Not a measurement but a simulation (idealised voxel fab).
process module | voxel transistor to metal
cross-section cut | 160 nm wide | cells 5 nm
A cross-section is a grid of square cells, given in bands from the top down. A band is one or more rows of cells.
Each band's line starts with the height of the band's top and of its bottom, in nm. Then come its materials from left to right, each with its width in nm. One material with "throughout" fills the band from edge to edge. "air" is empty space.
Height 0 is the level under which the wafer as received is all one material. The lowest band goes on downwards, as in "0 down".
A width such as "30 to 40" changes by the same amount from each row of cells to the next, from the band's top row to its bottom row.
"no change" after a step means that no cell of the cross-section changed.
closed voids: empty space of 8 cells or more with no open way to the top, each as width x height at its distance from the left edge, in nm
after a step's settings: what the simulator itself notes on the step
overlay nm, on a step with a mask: how far to the right of its planned place the mask lay; to the left if negative
Each pair below shows a cross-section before one step and the cross-section after it, down to the lowest band that changed. The line under each pair gives the step between them, with its settings. The pairs can come from different runs of this module on the same starting wafer, so a pair continues from the pair above only where its "before" says so.
before
  0 down: Si throughout
  closed voids: none
after
  0 to -5: SiO2 throughout
  below -5: unchanged
  closed voids: none
the step between: op OXIDIZE | depth nm 5
before: the cross-section after the pair above
after
  10 to 0: SiN throughout
  below 0: unchanged
  closed voids: none
the step between: op CONFORMAL_DEP | material SiN | thk nm 10
before: the cross-section after the pair above
after
  30 to 10: air 30 | resist 100 | air 30
  below 10: unchanged
  closed voids: none
the step between: op PATTERN | tone cover | mask id ACTIVE | material resist | width nm 100 | thk nm 20 | overlay nm 0
before: the cross-section after the pair above
after
  30 to 10: air 30 | resist 100 | air 30
  10 to 0: air 30 | SiN 100 | air 30
  below 0: unchanged
  closed voids: none
the step between: op DIRECTIONAL_ETCH | etch materials SiN | depth nm 10
before: the cross-section after the pair above
after
  30 to 10: air 30 | resist 100 | air 30
  10 to 0: air 30 | SiN 100 | air 30
  0 to -5: air 30 | SiO2 100 | air 30
  below -5: unchanged
  closed voids: none
the step between: op DIRECTIONAL_ETCH | etch materials SiO2 | depth nm 5
before: the cross-section after the pair above
after
  30 to 10: air 30 | resist 100 | air 30
  10 to 0: air 30 | SiN 100 | air 30
  0 to -5: air 30 | SiO2 100 | air 30
  -5 to -35: air 30 | Si 100 | air 30
  below -35: unchanged
  closed voids: none
the step between: op DIRECTIONAL_ETCH | etch materials Si | depth nm 30
before: the cross-section after the pair above
after
  10 to 0: air 30 | SiN 100 | air 30
  below 0: unchanged
  closed voids: none
the step between: op STRIP | etch materials resist
before: the cross-section after the pair above
after
  10 to 0: air 30 | SiN 100 | air 30
  0 to -5: air 30 | SiO2 100 | air 30
  -5 to -35: air 30 | SiO2 5 | Si 90 | SiO2 5 | air 30
  -35 to -40: SiO2 35 | Si 90 | SiO2 35
  below -40: unchanged
  closed voids: none
the step between: op OXIDIZE | depth nm 5
before: the cross-section after the pair above
after
  15 to 10: SiO2 throughout
  10 to 0: SiO2 30 | SiN 100 | SiO2 30
  0 to -5: SiO2 throughout
  -5 to -40: SiO2 35 | Si 90 | SiO2 35
  below -40: unchanged
  closed voids: none
the step between: op FILL_DEP | material SiO2 | thk nm 5
before: the cross-section after the pair above
after
  10 to 0: SiO2 30 | SiN 100 | SiO2 30
  below 0: unchanged
  closed voids: none
the step between: op CMP | height nm 10
before: the cross-section after the pair above
after
  10 to 5: air 30 | SiN 100 | air 30
  below 5: unchanged
  closed voids: none
the step between: op SELECTIVE_ETCH | etch materials SiO2 | depth nm 5
before: the cross-section after the pair above
after
  5 to 0: SiO2 30 | air 100 | SiO2 30
  below 0: unchanged
  closed voids: none
the step between: op STRIP | etch materials SiN
before: the cross-section after the pair above
after
  0 to -5: SiO2 25 | air 110 | SiO2 25
  below -5: unchanged
  closed voids: none
the step between: op SELECTIVE_ETCH | etch materials SiO2 | depth nm 5
before: the cross-section after the pair above
after
  0 to -5: SiO2 25 | air 110 | SiO2 25
  -5 to -10: SiO2 throughout
  below -10: unchanged
  closed voids: none
the step between: op OXIDIZE | depth nm 5
before: the cross-section after the pair above
after
  25 to 20: polySi 25 | air 110 | polySi 25
  20 to 0: polySi throughout
  0 to -5: SiO2 25 | polySi 110 | SiO2 25
  below -5: unchanged
  closed voids: none
the step between: op DIRECTIONAL_DEP | material polySi | thk nm 25
before: the cross-section after the pair above
after
  40 to 35: SiCN 25 | air 110 | SiCN 25
  35 to 25: SiCN throughout
  25 to 20: polySi 25 | SiCN 110 | polySi 25
  below 20: unchanged
  closed voids: none
the step between: op DIRECTIONAL_DEP | material SiCN | thk nm 15
before: the cross-section after the pair above
after
  35 to 25: air 70 | SiCN 20 | air 70
  25 to 20: polySi 25 | air 45 | SiCN 20 | air 45 | polySi 25
  below 20: unchanged
  closed voids: none
the step between: op MASKED_ETCH | tone cover | mask id GATE | width nm 20 | etch materials SiCN | depth nm 25 | overlay nm 0
before: the cross-section after the pair above
after
  35 to 20: air 70 | SiCN 20 | air 70
  20 to 0: air 70 | polySi 20 | air 70
  0 to -5: SiO2 25 | air 45 | polySi 20 | air 45 | SiO2 25
  below -5: unchanged
  closed voids: none
the step between: op MASKED_ETCH | tone cover | mask id GATE | width nm 20 | etch materials polySi | depth nm 35 | overlay nm 0
before: the cross-section after the pair above
after
  40 to 35: air 65 | SiN 30 | air 65
  35 to 20: air 65 | SiN 5 | SiCN 20 | SiN 5 | air 65
  20 to 5: air 65 | SiN 5 | polySi 20 | SiN 5 | air 65
  5 to 0: SiN 30 | air 35 | SiN 5 | polySi 20 | SiN 5 | air 35 | SiN 30
  0 to -5: SiO2 25 | SiN 45 | polySi 20 | SiN 45 | SiO2 25
  below -5: unchanged
  closed voids: none
the step between: op CONFORMAL_DEP | material SiN | thk nm 5
before: the cross-section after the pair above
after
  35 to 20: air 65 | SiN 5 | SiCN 20 | SiN 5 | air 65
  20 to 0: air 65 | SiN 5 | polySi 20 | SiN 5 | air 65
  0 to -5: SiO2 25 | SiN 5 | air 35 | SiN 5 | polySi 20 | SiN 5 | air 35 | SiN 5 | SiO2 25
  below -5: unchanged
  closed voids: none
the step between: op DIRECTIONAL_ETCH | etch materials SiN | depth nm 5
before: the cross-section after the pair above
after
  35 to 20: air 65 | SiN 5 | SiCN 20 | SiN 5 | air 65
  20 to 0: air 65 | SiN 5 | polySi 20 | SiN 5 | air 65
  0 to -5: air 25 | SiN 5 | air 35 | SiN 5 | polySi 20 | SiN 5 | air 35 | SiN 5 | air 25
  -5 to -10: SiO2 30 | air 35 | SiO2 30 | air 35 | SiO2 30
  below -10: unchanged
  closed voids: none
the step between: op DIRECTIONAL_ETCH | etch materials SiO2 | depth nm 5
before: the cross-section after the pair above
after
  35 to 20: air 65 | SiN 5 | SiCN 20 | SiN 5 | air 65
  20 to 0: air 65 | SiN 5 | polySi 20 | SiN 5 | air 65
  0 to -5: air 25 | SiN 5 | air 35 | SiN 5 | polySi 20 | SiN 5 | air 35 | SiN 5 | air 25
  -5 to -10: SiO2 30 | nSi 35 | SiO2 30 | nSi 35 | SiO2 30
  below -10: unchanged
  closed voids: none
the step between: op EPI | material nSi | thk nm 5
before: the cross-section after the pair above
after
  40 to 35: SiO2 throughout
  35 to 20: SiO2 65 | SiN 5 | SiCN 20 | SiN 5 | SiO2 65
  20 to 0: SiO2 65 | SiN 5 | polySi 20 | SiN 5 | SiO2 65
  0 to -5: SiO2 25 | SiN 5 | SiO2 35 | SiN 5 | polySi 20 | SiN 5 | SiO2 35 | SiN 5 | SiO2 25
  below -5: unchanged
  closed voids: none
the step between: op FILL_DEP | material SiO2 | thk nm 5
before: the cross-section after the pair above
after
  35 to 20: SiO2 65 | SiN 5 | SiCN 20 | SiN 5 | SiO2 65
  below 20: unchanged
  closed voids: none
the step between: op CMP | height nm 35
before: the cross-section after the pair above
after
  50 to 35: SiO2 throughout
  below 35: unchanged
  closed voids: none
the step between: op DIRECTIONAL_DEP | material SiO2 | thk nm 15
before: the cross-section after the pair above
after
  70 to 50: resist 35 | air 20 | resist 50 | air 20 | resist 35
  below 50: unchanged
  closed voids: none
the step between: op PATTERN | tone open | mask id CONTACT | material resist | width nm 20 | pitch nm 70 | thk nm 20 | overlay nm 0
before: the cross-section after the pair above
after
  70 to 50: resist 35 | air 20 | resist 50 | air 20 | resist 35
  50 to 35: SiO2 35 | air 20 | SiO2 50 | air 20 | SiO2 35
  35 to 20: SiO2 35 | air 20 | SiO2 10 | SiN 5 | SiCN 20 | SiN 5 | SiO2 10 | air 20 | SiO2 35
  20 to 0: SiO2 35 | air 20 | SiO2 10 | SiN 5 | polySi 20 | SiN 5 | SiO2 10 | air 20 | SiO2 35
  0 to -5: SiO2 25 | SiN 5 | SiO2 5 | air 20 | SiO2 10 | SiN 5 | polySi 20 | SiN 5 | SiO2 10 | air 20 | SiO2 5 | SiN 5 | SiO2 25
  below -5: unchanged
  closed voids: none
the step between: op DIRECTIONAL_ETCH | etch materials SiO2 | depth nm 55
before: the cross-section after the pair above
after
  50 to 35: SiO2 35 | air 20 | SiO2 50 | air 20 | SiO2 35
  below 35: unchanged
  closed voids: none
the step between: op STRIP | etch materials resist
before: the cross-section after the pair above
after
  55 to 50: TiN 40 | air 10 | TiN 60 | air 10 | TiN 40
  50 to 35: SiO2 35 | TiN 5 | air 10 | TiN 5 | SiO2 50 | TiN 5 | air 10 | TiN 5 | SiO2 35
  35 to 20: SiO2 35 | TiN 5 | air 10 | TiN 5 | SiO2 10 | SiN 5 | SiCN 20 | SiN 5 | SiO2 10 | TiN 5 | air 10 | TiN 5 | SiO2 35
  20 to 0: SiO2 35 | TiN 5 | air 10 | TiN 5 | SiO2 10 | SiN 5 | polySi 20 | SiN 5 | SiO2 10 | TiN 5 | air 10 | TiN 5 | SiO2 35
  0 to -5: SiO2 25 | SiN 5 | SiO2 5 | TiN 20 | SiO2 10 | SiN 5 | polySi 20 | SiN 5 | SiO2 10 | TiN 20 | SiO2 5 | SiN 5 | SiO2 25
  below -5: unchanged
  closed voids: none
the step between: op CONFORMAL_DEP | material TiN | thk nm 5
before: the cross-section after the pair above
after
  65 to 55: W throughout
  55 to 50: TiN 40 | W 10 | TiN 60 | W 10 | TiN 40
  50 to 35: SiO2 35 | TiN 5 | W 10 | TiN 5 | SiO2 50 | TiN 5 | W 10 | TiN 5 | SiO2 35
  35 to 20: SiO2 35 | TiN 5 | W 10 | TiN 5 | SiO2 10 | SiN 5 | SiCN 20 | SiN 5 | SiO2 10 | TiN 5 | W 10 | TiN 5 | SiO2 35
  20 to 0: SiO2 35 | TiN 5 | W 10 | TiN 5 | SiO2 10 | SiN 5 | polySi 20 | SiN 5 | SiO2 10 | TiN 5 | W 10 | TiN 5 | SiO2 35
  below 0: unchanged
  closed voids: none
the step between: op FILL_DEP | material W | thk nm 10
before: the cross-section after the pair above
after
  50 to 35: SiO2 35 | TiN 5 | W 10 | TiN 5 | SiO2 50 | TiN 5 | W 10 | TiN 5 | SiO2 35
  below 35: unchanged
  closed voids: none
the step between: op CMP | height nm 50
before: the cross-section after the pair above
after
  55 to 50: SiN throughout
  below 50: unchanged
  closed voids: none
the step between: op CONFORMAL_DEP | material SiN | thk nm 5
before: the cross-section after the pair above
after
  75 to 55: lowk throughout
  below 55: unchanged
  closed voids: none
the step between: op DIRECTIONAL_DEP | material lowk | thk nm 20
before: the cross-section after the pair above
after
  90 to 75: resist 35 | air 20 | resist 50 | air 20 | resist 35
  below 75: unchanged
  closed voids: none
the step between: op PATTERN | tone open | mask id METAL_1 | material resist | width nm 20 | pitch nm 70 | thk nm 15 | overlay nm 0
before: the cross-section after the pair above
after
  90 to 75: resist 35 | air 20 | resist 50 | air 20 | resist 35
  75 to 55: lowk 35 | air 20 | lowk 50 | air 20 | lowk 35
  below 55: unchanged
  closed voids: none
the step between: op DIRECTIONAL_ETCH | etch materials lowk | depth nm 20
before: the cross-section after the pair above
after
  90 to 75: resist 35 | air 20 | resist 50 | air 20 | resist 35
  75 to 55: lowk 35 | air 20 | lowk 50 | air 20 | lowk 35
  55 to 50: SiN 35 | air 20 | SiN 50 | air 20 | SiN 35
  below 50: unchanged
  closed voids: none
the step between: op DIRECTIONAL_ETCH | etch materials SiN | depth nm 5
before: the cross-section after the pair above
after
  75 to 55: lowk 35 | air 20 | lowk 50 | air 20 | lowk 35
  below 55: unchanged
  closed voids: none
the step between: op STRIP | etch materials resist
before: the cross-section after the pair above
after
  80 to 75: TiN 40 | air 10 | TiN 60 | air 10 | TiN 40
  75 to 55: lowk 35 | TiN 5 | air 10 | TiN 5 | lowk 50 | TiN 5 | air 10 | TiN 5 | lowk 35
  55 to 50: SiN 35 | TiN 20 | SiN 50 | TiN 20 | SiN 35
  below 50: unchanged
  closed voids: none
the step between: op CONFORMAL_DEP | material TiN | thk nm 5
before: the cross-section after the pair above
after
  90 to 80: Ru throughout
  80 to 75: TiN 40 | Ru 10 | TiN 60 | Ru 10 | TiN 40
  75 to 55: lowk 35 | TiN 5 | Ru 10 | TiN 5 | lowk 50 | TiN 5 | Ru 10 | TiN 5 | lowk 35
  below 55: unchanged
  closed voids: none
the step between: op FILL_DEP | material Ru | thk nm 10
before: the cross-section after the pair above
after
  75 to 55: lowk 35 | TiN 5 | Ru 10 | TiN 5 | lowk 50 | TiN 5 | Ru 10 | TiN 5 | lowk 35
  below 55: unchanged
  closed voids: none
the step between: op CMP | height nm 75
before: the cross-section after the pair above
after
  80 to 75: SiCN throughout
  below 75: unchanged
  closed voids: none
the step between: op CONFORMAL_DEP | material SiCN | thk nm 5
before: the cross-section after the pair above
after
  105 to 80: lowk throughout
  below 80: unchanged
  closed voids: none
the step between: op DIRECTIONAL_DEP | material lowk | thk nm 25
before: the cross-section after the pair above
after
  120 to 105: aC throughout
  below 105: unchanged
  closed voids: none
the step between: op DIRECTIONAL_DEP | material aC | thk nm 15
before: the cross-section after the pair above
after
  155 to 120: resist 35 | air 15 | resist 55 | air 15 | resist 40
  below 120: unchanged
  closed voids: none
the step between: op PATTERN | tone open | mask id METAL_2_HOLES | material resist | width nm 15 | pitch nm 70 | thk nm 35 | overlay nm 0
before: the cross-section after the pair above
after
  140 to 120: resist 35 | air 15 | resist 55 | air 15 | resist 40
  120 to 105: aC 35 | air 15 | aC 55 | air 15 | aC 40
  below 105: unchanged
  closed voids: none
the step between: op DIRECTIONAL_ETCH | etch materials aC | depth nm 15
before: the cross-section after the pair above
after
  120 to 105: aC 35 | air 15 | aC 55 | air 15 | aC 40
  below 105: unchanged
  closed voids: none
the step between: op STRIP | etch materials resist
before: the cross-section after the pair above
after
  120 to 105: aC 35 | air 15 | aC 55 | air 15 | aC 40
  105 to 80: lowk 35 | air 15 | lowk 55 | air 15 | lowk 40
  below 80: unchanged
  closed voids: none
the step between: op DIRECTIONAL_ETCH | etch materials lowk | depth nm 25
before: the cross-section after the pair above
after
  105 to 80: lowk 35 | air 15 | lowk 55 | air 15 | lowk 40
  below 80: unchanged
  closed voids: none
the step between: op STRIP | etch materials aC
before: the cross-section after the pair above
after
  120 to 105: resist 35 | air 20 | resist 50 | air 20 | resist 35
  below 105: unchanged
  closed voids: none
the step between: op PATTERN | tone open | mask id METAL_2 | material resist | width nm 20 | pitch nm 70 | thk nm 15 | overlay nm 0
before: the cross-section after the pair above
after
  120 to 105: resist 35 | air 20 | resist 50 | air 20 | resist 35
  105 to 90: lowk 35 | air 20 | lowk 50 | air 20 | lowk 35
  below 90: unchanged
  closed voids: none
the step between: op DIRECTIONAL_ETCH | etch materials lowk | depth nm 15
before: the cross-section after the pair above
after
  120 to 105: resist 35 | air 20 | resist 50 | air 20 | resist 35
  105 to 90: lowk 35 | air 20 | lowk 50 | air 20 | lowk 35
  90 to 80: lowk 35 | air 15 | lowk 55 | air 15 | lowk 40
  80 to 75: SiCN 35 | air 15 | SiCN 55 | air 15 | SiCN 40
  below 75: unchanged
  closed voids: none
the step between: op DIRECTIONAL_ETCH | etch materials SiCN | depth nm 5
before: the cross-section after the pair above
after
  105 to 90: lowk 35 | air 20 | lowk 50 | air 20 | lowk 35
  below 90: unchanged
  closed voids: none
the step between: op STRIP | etch materials resist
before: the cross-section after the pair above
after
  110 to 105: TiN 40 | air 10 | TiN 60 | air 10 | TiN 40
  105 to 95: lowk 35 | TiN 5 | air 10 | TiN 5 | lowk 50 | TiN 5 | air 10 | TiN 5 | lowk 35
  95 to 90: lowk 35 | TiN 5 | air 5 | TiN 10 | lowk 50 | TiN 5 | air 5 | TiN 10 | lowk 35
  90 to 80: lowk 35 | TiN 5 | air 5 | TiN 5 | lowk 55 | TiN 5 | air 5 | TiN 5 | lowk 40
  80 to 75: SiCN 35 | TiN 15 | SiCN 55 | TiN 15 | SiCN 40
  below 75: unchanged
  closed voids: none
the step between: op CONFORMAL_DEP | material TiN | thk nm 5
before: the cross-section after the pair above
after
  120 to 110: Cu throughout
  110 to 105: TiN 40 | Cu 10 | TiN 60 | Cu 10 | TiN 40
  105 to 95: lowk 35 | TiN 5 | Cu 10 | TiN 5 | lowk 50 | TiN 5 | Cu 10 | TiN 5 | lowk 35
  95 to 90: lowk 35 | TiN 5 | Cu 5 | TiN 10 | lowk 50 | TiN 5 | Cu 5 | TiN 10 | lowk 35
  90 to 80: lowk 35 | TiN 5 | Cu 5 | TiN 5 | lowk 55 | TiN 5 | Cu 5 | TiN 5 | lowk 40
  below 80: unchanged
  closed voids: none
the step between: op FILL_DEP | material Cu | thk nm 10
before: the cross-section after the pair above
after
  105 to 95: lowk 35 | TiN 5 | Cu 10 | TiN 5 | lowk 50 | TiN 5 | Cu 10 | TiN 5 | lowk 35
  below 95: unchanged
  closed voids: none
the step between: op CMP | height nm 105
before: the cross-section after the pair above
after
  110 to 105: SiCN throughout
  below 105: unchanged
  closed voids: none
the step between: op CONFORMAL_DEP | material SiCN | thk nm 5
before
  90 to 80: Ru throughout
  80 to 75: TiN 40 | Ru 10 | TiN 60 | Ru 10 | TiN 40
  75 to 55: lowk 35 | TiN 5 | Ru 10 | TiN 5 | lowk 50 | TiN 5 | Ru 10 | TiN 5 | lowk 35
  55 to 50: SiN 35 | TiN 20 | SiN 50 | TiN 20 | SiN 35
  50 to 35: SiO2 35 | TiN 5 | W 10 | TiN 5 | SiO2 50 | TiN 5 | W 10 | TiN 5 | SiO2 35
  35 to 20: SiO2 35 | TiN 5 | W 10 | TiN 5 | SiO2 10 | SiN 5 | SiCN 20 | SiN 5 | SiO2 10 | TiN 5 | W 10 | TiN 5 | SiO2 35
  20 to 0: SiO2 35 | TiN 5 | W 10 | TiN 5 | SiO2 10 | SiN 5 | polySi 20 | SiN 5 | SiO2 10 | TiN 5 | W 10 | TiN 5 | SiO2 35
  0 to -5: SiO2 25 | SiN 5 | SiO2 5 | TiN 20 | SiO2 10 | SiN 5 | polySi 20 | SiN 5 | SiO2 10 | TiN 20 | SiO2 5 | SiN 5 | SiO2 25
  -5 to -10: SiO2 30 | nSi 35 | SiO2 30 | nSi 35 | SiO2 30
  -10 to -40: SiO2 35 | Si 90 | SiO2 35
  -40 down: Si throughout
  closed voids: none
after
  95 to 90: SiCN throughout
  below 90: unchanged
  closed voids: none
the step between: op CONFORMAL_DEP | material SiCN | thk nm 5
before: the cross-section after the pair above
after
  120 to 95: lowk throughout
  below 95: unchanged
  closed voids: none
the step between: op DIRECTIONAL_DEP | material lowk | thk nm 25
before: the cross-section after the pair above
after
  135 to 120: aC throughout
  below 120: unchanged
  closed voids: none
the step between: op DIRECTIONAL_DEP | material aC | thk nm 15
before: the cross-section after the pair above
after
  170 to 135: resist 35 | air 15 | resist 55 | air 15 | resist 40
  below 135: unchanged
  closed voids: none
the step between: op PATTERN | tone open | mask id METAL_2_HOLES | material resist | width nm 15 | pitch nm 70 | thk nm 35 | overlay nm 0
before: the cross-section after the pair above
after
  155 to 135: resist 35 | air 15 | resist 55 | air 15 | resist 40
  135 to 120: aC 35 | air 15 | aC 55 | air 15 | aC 40
  below 120: unchanged
  closed voids: none
the step between: op DIRECTIONAL_ETCH | etch materials aC | depth nm 15
before: the cross-section after the pair above
after
  135 to 120: aC 35 | air 15 | aC 55 | air 15 | aC 40
  below 120: unchanged
  closed voids: none
the step between: op STRIP | etch materials resist
before: the cross-section after the pair above
after
  135 to 120: aC 35 | air 15 | aC 55 | air 15 | aC 40
  120 to 95: lowk 35 | air 15 | lowk 55 | air 15 | lowk 40
  below 95: unchanged
  closed voids: none
the step between: op DIRECTIONAL_ETCH | etch materials lowk | depth nm 25
before: the cross-section after the pair above
after
  120 to 95: lowk 35 | air 15 | lowk 55 | air 15 | lowk 40
  below 95: unchanged
  closed voids: none
the step between: op STRIP | etch materials aC
before: the cross-section after the pair above
after
  135 to 120: resist 35 | air 20 | resist 50 | air 20 | resist 35
  below 120: unchanged
  closed voids: none
the step between: op PATTERN | tone open | mask id METAL_2 | material resist | width nm 20 | pitch nm 70 | thk nm 15 | overlay nm 0
before: the cross-section after the pair above
after
  135 to 120: resist 35 | air 20 | resist 50 | air 20 | resist 35
  120 to 105: lowk 35 | air 20 | lowk 50 | air 20 | lowk 35
  below 105: unchanged
  closed voids: none
the step between: op DIRECTIONAL_ETCH | etch materials lowk | depth nm 15
before: the cross-section after the pair above
after
  135 to 120: resist 35 | air 20 | resist 50 | air 20 | resist 35
  120 to 105: lowk 35 | air 20 | lowk 50 | air 20 | lowk 35
  105 to 95: lowk 35 | air 15 | lowk 55 | air 15 | lowk 40
  95 to 90: SiCN 35 | air 15 | SiCN 55 | air 15 | SiCN 40
  below 90: unchanged
  closed voids: none
the step between: op DIRECTIONAL_ETCH | etch materials SiCN | depth nm 5
before: the cross-section after the pair above
after
  120 to 105: lowk 35 | air 20 | lowk 50 | air 20 | lowk 35
  below 105: unchanged
  closed voids: none
the step between: op STRIP | etch materials resist
before: the cross-section after the pair above
after
  125 to 120: TiN 40 | air 10 | TiN 60 | air 10 | TiN 40
  120 to 110: lowk 35 | TiN 5 | air 10 | TiN 5 | lowk 50 | TiN 5 | air 10 | TiN 5 | lowk 35
  110 to 105: lowk 35 | TiN 5 | air 5 | TiN 10 | lowk 50 | TiN 5 | air 5 | TiN 10 | lowk 35
  105 to 95: lowk 35 | TiN 5 | air 5 | TiN 5 | lowk 55 | TiN 5 | air 5 | TiN 5 | lowk 40
  95 to 90: SiCN 35 | TiN 15 | SiCN 55 | TiN 15 | SiCN 40
  below 90: unchanged
  closed voids: none
the step between: op CONFORMAL_DEP | material TiN | thk nm 5
before: the cross-section after the pair above
after
  135 to 125: Cu throughout
  125 to 120: TiN 40 | Cu 10 | TiN 60 | Cu 10 | TiN 40
  120 to 110: lowk 35 | TiN 5 | Cu 10 | TiN 5 | lowk 50 | TiN 5 | Cu 10 | TiN 5 | lowk 35
  110 to 105: lowk 35 | TiN 5 | Cu 5 | TiN 10 | lowk 50 | TiN 5 | Cu 5 | TiN 10 | lowk 35
  105 to 95: lowk 35 | TiN 5 | Cu 5 | TiN 5 | lowk 55 | TiN 5 | Cu 5 | TiN 5 | lowk 40
  below 95: unchanged
  closed voids: none
the step between: op FILL_DEP | material Cu | thk nm 10
before: the cross-section after the pair above
after
  105 to 95: lowk 35 | TiN 5 | Cu 5 | TiN 5 | lowk 55 | TiN 5 | Cu 5 | TiN 5 | lowk 40
  below 95: unchanged
  closed voids: none
the step between: op CMP | height nm 105
before: the cross-section after the pair above
after
  110 to 105: SiCN throughout
  below 105: unchanged
  closed voids: none
the step between: op CONFORMAL_DEP | material SiCN | thk nm 5
before
  40 to 35: SiCN 25 | air 110 | SiCN 25
  35 to 25: SiCN throughout
  25 to 20: polySi 25 | SiCN 110 | polySi 25
  20 to 0: polySi throughout
  0 to -5: SiO2 25 | polySi 110 | SiO2 25
  -5 to -10: SiO2 throughout
  -10 to -40: SiO2 35 | Si 90 | SiO2 35
  -40 down: Si throughout
  closed voids: none
after
  55 to 50: SiCN 25 | air 110 | SiCN 25
  50 to 25: SiCN throughout
  below 25: unchanged
  closed voids: none
the step between: op DIRECTIONAL_DEP | material SiCN | thk nm 15
before: the cross-section after the pair above
after
  50 to 30: air 70 | SiCN 20 | air 70
  30 to 25: SiCN 25 | air 45 | SiCN 20 | air 45 | SiCN 25
  below 25: unchanged
  closed voids: none
the step between: op MASKED_ETCH | tone cover | mask id GATE | width nm 20 | etch materials SiCN | depth nm 25 | overlay nm 0
before: the cross-section after the pair above
after
  55 to 50: air 65 | SiN 30 | air 65
  50 to 35: air 65 | SiN 5 | SiCN 20 | SiN 5 | air 65
  35 to 30: SiN 30 | air 35 | SiN 5 | SiCN 20 | SiN 5 | air 35 | SiN 30
  30 to 25: SiCN 25 | SiN 45 | SiCN 20 | SiN 45 | SiCN 25
  below 25: unchanged
  closed voids: none
the step between: op CONFORMAL_DEP | material SiN | thk nm 5
before: the cross-section after the pair above
after
  50 to 30: air 65 | SiN 5 | SiCN 20 | SiN 5 | air 65
  30 to 25: SiCN 25 | SiN 5 | air 35 | SiN 5 | SiCN 20 | SiN 5 | air 35 | SiN 5 | SiCN 25
  below 25: unchanged
  closed voids: none
the step between: op DIRECTIONAL_ETCH | etch materials SiN | depth nm 5
before: the cross-section after the pair above
after
  55 to 50: SiO2 throughout
  50 to 30: SiO2 65 | SiN 5 | SiCN 20 | SiN 5 | SiO2 65
  30 to 25: SiCN 25 | SiN 5 | SiO2 35 | SiN 5 | SiCN 20 | SiN 5 | SiO2 35 | SiN 5 | SiCN 25
  below 25: unchanged
  closed voids: none
the step between: op FILL_DEP | material SiO2 | thk nm 5
before: the cross-section after the pair above
after
  35 to 30: SiO2 65 | SiN 5 | SiCN 20 | SiN 5 | SiO2 65
  below 30: unchanged
  closed voids: none
the step between: op CMP | height nm 35
before: the cross-section after the pair above
after
  50 to 35: SiO2 throughout
  below 35: unchanged
  closed voids: none
the step between: op DIRECTIONAL_DEP | material SiO2 | thk nm 15
before: the cross-section after the pair above
after
  70 to 50: resist 35 | air 20 | resist 50 | air 20 | resist 35
  below 50: unchanged
  closed voids: none
the step between: op PATTERN | tone open | mask id CONTACT | material resist | width nm 20 | pitch nm 70 | thk nm 20 | overlay nm 0
before: the cross-section after the pair above
after
  70 to 50: resist 35 | air 20 | resist 50 | air 20 | resist 35
  50 to 35: SiO2 35 | air 20 | SiO2 50 | air 20 | SiO2 35
  35 to 30: SiO2 35 | air 20 | SiO2 10 | SiN 5 | SiCN 20 | SiN 5 | SiO2 10 | air 20 | SiO2 35
  30 to 25: SiCN 25 | SiN 5 | SiO2 5 | air 20 | SiO2 10 | SiN 5 | SiCN 20 | SiN 5 | SiO2 10 | air 20 | SiO2 5 | SiN 5 | SiCN 25
  below 25: unchanged
  closed voids: none
the step between: op DIRECTIONAL_ETCH | etch materials SiO2 | depth nm 55
before: the cross-section after the pair above
after
  50 to 35: SiO2 35 | air 20 | SiO2 50 | air 20 | SiO2 35
  below 35: unchanged
  closed voids: none
the step between: op STRIP | etch materials resist
before: the cross-section after the pair above
after
  55 to 50: TiN 40 | air 10 | TiN 60 | air 10 | TiN 40
  50 to 35: SiO2 35 | TiN 5 | air 10 | TiN 5 | SiO2 50 | TiN 5 | air 10 | TiN 5 | SiO2 35
  35 to 30: SiO2 35 | TiN 5 | air 10 | TiN 5 | SiO2 10 | SiN 5 | SiCN 20 | SiN 5 | SiO2 10 | TiN 5 | air 10 | TiN 5 | SiO2 35
  30 to 25: SiCN 25 | SiN 5 | SiO2 5 | TiN 20 | SiO2 10 | SiN 5 | SiCN 20 | SiN 5 | SiO2 10 | TiN 20 | SiO2 5 | SiN 5 | SiCN 25
  below 25: unchanged
  closed voids: none
the step between: op CONFORMAL_DEP | material TiN | thk nm 5
before: the cross-section after the pair above
after
  65 to 55: W throughout
  55 to 50: TiN 40 | W 10 | TiN 60 | W 10 | TiN 40
  50 to 35: SiO2 35 | TiN 5 | W 10 | TiN 5 | SiO2 50 | TiN 5 | W 10 | TiN 5 | SiO2 35
  35 to 30: SiO2 35 | TiN 5 | W 10 | TiN 5 | SiO2 10 | SiN 5 | SiCN 20 | SiN 5 | SiO2 10 | TiN 5 | W 10 | TiN 5 | SiO2 35
  below 30: unchanged
  closed voids: none
the step between: op FILL_DEP | material W | thk nm 10
before: the cross-section after the pair above
after
  50 to 35: SiO2 35 | TiN 5 | W 10 | TiN 5 | SiO2 50 | TiN 5 | W 10 | TiN 5 | SiO2 35
  below 35: unchanged
  closed voids: none
the step between: op CMP | height nm 50
before: the cross-section after the pair above
after
  55 to 50: SiN throughout
  below 50: unchanged
  closed voids: none
the step between: op CONFORMAL_DEP | material SiN | thk nm 5
before: the cross-section after the pair above
after
  75 to 55: lowk throughout
  below 55: unchanged
  closed voids: none
the step between: op DIRECTIONAL_DEP | material lowk | thk nm 20
before: the cross-section after the pair above
after
  90 to 75: resist 35 | air 20 | resist 50 | air 20 | resist 35
  below 75: unchanged
  closed voids: none
the step between: op PATTERN | tone open | mask id METAL_1 | material resist | width nm 20 | pitch nm 70 | thk nm 15 | overlay nm 0
before: the cross-section after the pair above
after
  90 to 75: resist 35 | air 20 | resist 50 | air 20 | resist 35
  75 to 55: lowk 35 | air 20 | lowk 50 | air 20 | lowk 35
  below 55: unchanged
  closed voids: none
the step between: op DIRECTIONAL_ETCH | etch materials lowk | depth nm 20
before: the cross-section after the pair above
after
  90 to 75: resist 35 | air 20 | resist 50 | air 20 | resist 35
  75 to 55: lowk 35 | air 20 | lowk 50 | air 20 | lowk 35
  55 to 50: SiN 35 | air 20 | SiN 50 | air 20 | SiN 35
  below 50: unchanged
  closed voids: none
the step between: op DIRECTIONAL_ETCH | etch materials SiN | depth nm 5
before: the cross-section after the pair above
after
  75 to 55: lowk 35 | air 20 | lowk 50 | air 20 | lowk 35
  below 55: unchanged
  closed voids: none
the step between: op STRIP | etch materials resist
before: the cross-section after the pair above
after
  80 to 75: TiN 40 | air 10 | TiN 60 | air 10 | TiN 40
  75 to 55: lowk 35 | TiN 5 | air 10 | TiN 5 | lowk 50 | TiN 5 | air 10 | TiN 5 | lowk 35
  55 to 50: SiN 35 | TiN 20 | SiN 50 | TiN 20 | SiN 35
  below 50: unchanged
  closed voids: none
the step between: op CONFORMAL_DEP | material TiN | thk nm 5
before: the cross-section after the pair above
after
  90 to 80: Ru throughout
  80 to 75: TiN 40 | Ru 10 | TiN 60 | Ru 10 | TiN 40
  75 to 55: lowk 35 | TiN 5 | Ru 10 | TiN 5 | lowk 50 | TiN 5 | Ru 10 | TiN 5 | lowk 35
  below 55: unchanged
  closed voids: none
the step between: op FILL_DEP | material Ru | thk nm 10
